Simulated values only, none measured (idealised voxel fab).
process module | voxel wiring stack
cross-section cut | 280 nm wide | cells 5 nm
A cross-section is a grid of square cells, given in bands from the top down. A band is one or more rows of cells.
Each band's line starts with the height of the band's top and of its bottom, in nm. Then come its materials from left to right, each with its width in nm. One material with "throughout" fills the band from edge to edge. "air" is empty space.
Height 0 is the level under which the wafer as received is all one material. The lowest band goes on downwards, as in "0 down".
A width such as "30 to 40" changes by the same amount from each row of cells to the next, from the band's top row to its bottom row.
"no change" after a step means that no cell of the cross-section changed.
closed voids: empty space of 8 cells or more with no open way to the top, each as width x height at its distance from the left edge, in nm
after a step's settings: what the simulator itself notes on the step
overlay nm, on a step with a mask: how far to the right of its planned place the mask lay; to the left if negative
plan
1 op RECEIVE | material Si
2 op CONFORMAL_DEP | material SiO2 | thk nm 15
3 op DIRECTIONAL_DEP | material TiN | thk nm 5
4 op DIRECTIONAL_DEP | material Ru | thk nm 25
5 op MASKED_ETCH | tone cover | mask id METAL_1 | width nm 20 | pitch nm 50 | etch materials Ru | depth nm 25 | overlay nm 0
6 op MASKED_ETCH | tone cover | mask id METAL_1 | width nm 20 | pitch nm 50 | etch materials TiN | depth nm 5 | overlay nm 0
7 op CONFORMAL_DEP | material SiCN | thk nm 5
8 op FILL_DEP | material SiO2 | thk nm 5
9 op CMP | height nm 45
10 op CONFORMAL_DEP | material SiCN | thk nm 5
11 op DIRECTIONAL_DEP | material lowk | thk nm 20
12 op PATTERN | tone open | mask id PLUG_1 | material resist | width nm 15 | pitch nm 100 | thk nm 15 | overlay nm 0
13 op DIRECTIONAL_ETCH | etch materials lowk | depth nm 20
14 op DIRECTIONAL_ETCH | etch materials SiCN | depth nm 5
15 op STRIP | etch materials resist
16 op CONFORMAL_DEP | material TiN | thk nm 5
17 op FILL_DEP | material W | thk nm 5
18 op CMP | height nm 70
19 op DIRECTIONAL_DEP | material TiN | thk nm 5
20 op DIRECTIONAL_DEP | material Ru | thk nm 20
21 op DIRECTIONAL_DEP | material aC | thk nm 10
22 op PATTERN | tone cover | mask id METAL_2 | material resist | width nm 20 | pitch nm 50 | thk nm 30 | overlay nm -15
23 op DIRECTIONAL_ETCH | etch materials aC | depth nm 10
24 op STRIP | etch materials resist
25 op DIRECTIONAL_ETCH | etch materials Ru | depth nm 20
26 op DIRECTIONAL_ETCH | etch materials TiN | depth nm 5
27 op STRIP | etch materials aC
28 op CONFORMAL_DEP | material SiN | thk nm 5
29 op FILL_DEP | material lowk | thk nm 5
30 op CMP | height nm 95
31 op CONFORMAL_DEP | material SiCN | thk nm 5
32 op DIRECTIONAL_DEP | material lowk | thk nm 25
33 op MASKED_ETCH | tone open | mask id METAL_3_HOLES | width nm 15 | pitch nm 100 | etch materials lowk | depth nm 25 | overlay nm 0
34 op PATTERN | tone open | mask id METAL_3 | material resist | width nm 20 | pitch nm 50 | thk nm 20 | overlay nm 0
35 op DIRECTIONAL_ETCH | etch materials lowk | depth nm 15
36 op DIRECTIONAL_ETCH | etch materials SiCN | depth nm 5
37 op STRIP | etch materials resist
38 op CONFORMAL_DEP | material TiN | thk nm 5
39 op FILL_DEP | material Cu | thk nm 5
40 op CMP | height nm 125
41 op CONFORMAL_DEP | material SiN | thk nm 5
varied across the wafers: overlay nm of step 22. The plan shows the first wafer's value. All wafers start alike
first wafer as received, after step 1
  0 down: Si throughout
  closed voids: none
first wafer at the end, after step 41
  130 to 125: SiN throughout
  125 to 115: lowk 80 | TiN 5 | Cu 10 | TiN 5 | lowk 30 | TiN 5 | Cu 10 | TiN 5 | lowk 30 | TiN 5 | Cu 10 | TiN 5 | lowk 80
  115 to 110: lowk 80 | TiN 5 | Cu 5 | TiN 10 | lowk 30 | TiN 20 | lowk 30 | TiN 5 | Cu 5 | TiN 10 | lowk 80
  110 to 100: lowk 80 | TiN 5 | Cu 5 | TiN 5 | lowk 85 | TiN 5 | Cu 5 | TiN 5 | lowk 85
  100 to 95: SiCN 80 | TiN 15 | SiCN 85 | TiN 15 | SiCN 85
  95 to 75: lowk 60 | SiN 5 | Ru 20 | SiN 5 | lowk 20 | SiN 5 | Ru 20 | SiN 5 | lowk 20 | SiN 5 | Ru 20 | SiN 5 | lowk 90
  75 to 70: SiN 65 | TiN 20 | SiN 30 | TiN 20 | SiN 30 | TiN 20 | SiN 95
  70 to 50: lowk 80 | TiN 5 | W 5 | TiN 5 | lowk 85 | TiN 5 | W 5 | TiN 5 | lowk 85
  50 to 45: SiCN 80 | TiN 15 | SiCN 85 | TiN 15 | SiCN 85
  45 to 20: SiO2 75 | SiCN 5 | Ru 20 | SiCN 5 | SiO2 20 | SiCN 5 | Ru 20 | SiCN 5 | SiO2 20 | SiCN 5 | Ru 20 | SiCN 5 | SiO2 75
  20 to 15: SiCN 80 | TiN 20 | SiCN 30 | TiN 20 | SiCN 30 | TiN 20 | SiCN 80
  15 to 0: SiO2 throughout
  0 down: Si throughout
  closed voids: none
last wafer at the end
  130 to 125: SiN throughout
  125 to 115: lowk 80 | TiN 5 | Cu 10 | TiN 5 | lowk 30 | TiN 5 | Cu 10 | TiN 5 | lowk 30 | TiN 5 | Cu 10 | TiN 5 | lowk 80
  115 to 110: lowk 80 | TiN 5 | Cu 5 | TiN 10 | lowk 30 | TiN 20 | lowk 30 | TiN 5 | Cu 5 | TiN 10 | lowk 80
  110 to 100: lowk 80 | TiN 5 | Cu 5 | TiN 5 | lowk 85 | TiN 5 | Cu 5 | TiN 5 | lowk 85
  100 to 95: SiCN 80 | TiN 15 | SiCN 85 | TiN 15 | SiCN 85
  95 to 75: lowk 90 | SiN 5 | Ru 20 | SiN 5 | lowk 20 | SiN 5 | Ru 20 | SiN 5 | lowk 20 | SiN 5 | Ru 20 | SiN 5 | lowk 60
  75 to 70: SiN 95 | TiN 20 | SiN 30 | TiN 20 | SiN 30 | TiN 20 | SiN 65
  70 to 50: lowk 80 | TiN 5 | W 5 | TiN 5 | lowk 85 | TiN 5 | W 5 | TiN 5 | lowk 85
  50 to 45: SiCN 80 | TiN 15 | SiCN 85 | TiN 15 | SiCN 85
  45 to 20: SiO2 75 | SiCN 5 | Ru 20 | SiCN 5 | SiO2 20 | SiCN 5 | Ru 20 | SiCN 5 | SiO2 20 | SiCN 5 | Ru 20 | SiCN 5 | SiO2 75
  20 to 15: SiCN 80 | TiN 20 | SiCN 30 | TiN 20 | SiCN 30 | TiN 20 | SiCN 80
  15 to 0: SiO2 throughout
  0 down: Si throughout
  closed voids: none
each wafer at the end: cells of each material gained (+) or lost (-) since it was received, then its closed voids
overlay nm -15 | +18 Cu | +108 Ru | +174 SiCN | +124 SiN | +358 SiO2 | +82 TiN | +8 W | +584 lowk | closed voids: none
overlay nm -10 | +18 Cu | +108 Ru | +174 SiCN | +124 SiN | +358 SiO2 | +82 TiN | +8 W | +584 lowk | closed voids: none
overlay nm -5 | +18 Cu | +108 Ru | +174 SiCN | +124 SiN | +358 SiO2 | +82 TiN | +8 W | +584 lowk | closed voids: none
overlay nm 0 | +18 Cu | +108 Ru | +174 SiCN | +124 SiN | +358 SiO2 | +82 TiN | +8 W | +584 lowk | closed voids: none
overlay nm 5 | +18 Cu | +108 Ru | +174 SiCN | +124 SiN | +358 SiO2 | +82 TiN | +8 W | +584 lowk | closed voids: none
overlay nm 10 | +18 Cu | +108 Ru | +174 SiCN | +124 SiN | +358 SiO2 | +82 TiN | +8 W | +584 lowk | closed voids: none
overlay nm 15 | +18 Cu | +108 Ru | +174 SiCN | +124 SiN | +358 SiO2 | +82 TiN | +8 W | +584 lowk | closed voids: none
